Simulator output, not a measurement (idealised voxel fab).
Proc. module: voxel gate over fins
cross-section cut | 185 nm wide | cells 5 nm
Heads up, the way a cross-section reads in here is a grid of square cells, handed over as bands from the top down, with every band being one or more rows of cells. Heads up on the band format: heights come first, top then bottom, in nm. After that it's the materials left to right, each with its width in nm. A single material flagged "edge to edge" fills the whole band edge to edge, and "air" means there's empty space there. Where do heights start? At 0: under that level the wafer as delivered is made of one material only. And the lowest band has no floor; it just carries on downward, as in "0 -> down". Width spec "30..40" -> top row of cells at first value, bottom row at second value, equal per-row change in between. "nothing was modified" for a step: no cell of the cross-section changed in that step. Empty spaces without an open route to the top, at least 8 cells in extent, make up the entry "Entrapped voids"; each is given as width x height at distance, where the distance is measured from the left edge, and all are in nm. Whatever follows a step's settings on its line is a remark the simulator itself makes about that step. You can add "overlay nm" to a step's line. For a step with a mask, it describes how far the mask lay to the right of its planned position, and a negative number describes a lay to the left.

[Steps planned for the process]
| 1 | RECEIVE,material Si |
| 2 | CONFORMAL_DEP,material SiN,thk nm 10 |
| 3 | PATTERN,tone cover,mask id FINS,material resist,width nm 15,pitch nm 45,thk nm 15,overlay nm -15 |
| 4 | DIRECTIONAL_ETCH,etch materials SiN,depth nm 10 |
| 5 | DIRECTIONAL_ETCH,etch materials Si,depth nm 35 |
| 6 | STRIP,etch materials resist |
| 7 | OXIDIZE,depth nm 5 |
| 8 | FILL_DEP,material SiO2,thk nm 5 |
| 9 | CMP,height nm 10 |
| 10 | SELECTIVE_ETCH,etch materials SiO2,depth nm 25 |
| 11 | STRIP,etch materials SiN |
| 12 | CONFORMAL_DEP,material HfO2,thk nm 5 |
| 13 | CONFORMAL_DEP,material TiN,thk nm 5 |
| 14 | FILL_DEP,material W,thk nm 10 |
| 15 | CMP,height nm 15 |
| 16 | CONFORMAL_DEP,material SiCN,thk nm 5 |
The overlay nm used in step 3 is not the same on every wafer, whereas the starting condition is; the value printed in the plan is the first wafer's.

[Cross-section of the first of several wafers on receipt, reflecting completion of step 1]
	0 -> down = Si edge to edge
	Entrapped voids: none

[Here's the first of several wafers in cross-section, end of the module, after the last step, step 16]
	20 -> 15 = SiCN edge to edge
	15 -> 10 = W edge to edge
	10 -> 5 = 40 W; 25 TiN; 20 W; 25 TiN; 75 W
	5 -> 0 = 40 W; 5 TiN; 15 HfO2; 5 TiN; 20 W; 5 TiN; 15 HfO2; 5 TiN; 75 W
	0 -> -5 = 40 W; 5 TiN; 5 HfO2; 5 Si; 5 HfO2; 5 TiN; 20 W; 5 TiN; 5 HfO2; 5 Si; 5 HfO2; 5 TiN; 75 W
	-5 -> -10 = 45 TiN; 5 HfO2; 5 Si; 5 HfO2; 30 TiN; 5 HfO2; 5 Si; 5 HfO2; 80 TiN
	-10 -> -15 = 50 HfO2; 5 Si; 40 HfO2; 5 Si; 85 HfO2
	-15 -> -40 = 50 SiO2; 5 Si; 40 SiO2; 5 Si; 85 SiO2
	-40 -> down = Si edge to edge
	Entrapped voids: none

[Last wafer x-sec, end of module]
	20 -> 15 = SiCN edge to edge
	15 -> 10 = W edge to edge
	10 -> 5 = 70 W; 25 TiN; 20 W; 25 TiN; 45 W
	5 -> 0 = 70 W; 5 TiN; 15 HfO2; 5 TiN; 20 W; 5 TiN; 15 HfO2; 5 TiN; 45 W
	0 -> -5 = 70 W; 5 TiN; 5 HfO2; 5 Si; 5 HfO2; 5 TiN; 20 W; 5 TiN; 5 HfO2; 5 Si; 5 HfO2; 5 TiN; 45 W
	-5 -> -10 = 75 TiN; 5 HfO2; 5 Si; 5 HfO2; 30 TiN; 5 HfO2; 5 Si; 5 HfO2; 50 TiN
	-10 -> -15 = 80 HfO2; 5 Si; 40 HfO2; 5 Si; 55 HfO2
	-15 -> -40 = 80 SiO2; 5 Si; 40 SiO2; 5 Si; 55 SiO2
	-40 -> down = Si edge to edge
	Entrapped voids: none

[Row per wafer, end-of-module: cell gain (+)/loss (-) by material since the wafer came in, then closed voids]
overlay nm -15; +49 HfO2; -280 Si; +37 SiCN; +175 SiO2; +49 TiN; +118 W; Entrapped voids: none
overlay nm -10; +49 HfO2; -280 Si; +37 SiCN; +175 SiO2; +49 TiN; +118 W; Entrapped voids: none
overlay nm -5; +49 HfO2; -280 Si; +37 SiCN; +175 SiO2; +49 TiN; +118 W; Entrapped voids: none
overlay nm 0; +49 HfO2; -280 Si; +37 SiCN; +175 SiO2; +49 TiN; +118 W; Entrapped voids: none
overlay nm 5; +49 HfO2; -280 Si; +37 SiCN; +175 SiO2; +49 TiN; +118 W; Entrapped voids: none
overlay nm 10; +49 HfO2; -280 Si; +37 SiCN; +175 SiO2; +49 TiN; +118 W; Entrapped voids: none
overlay nm 15; +49 HfO2; -280 Si; +37 SiCN; +175 SiO2; +49 TiN; +118 W; Entrapped voids: none
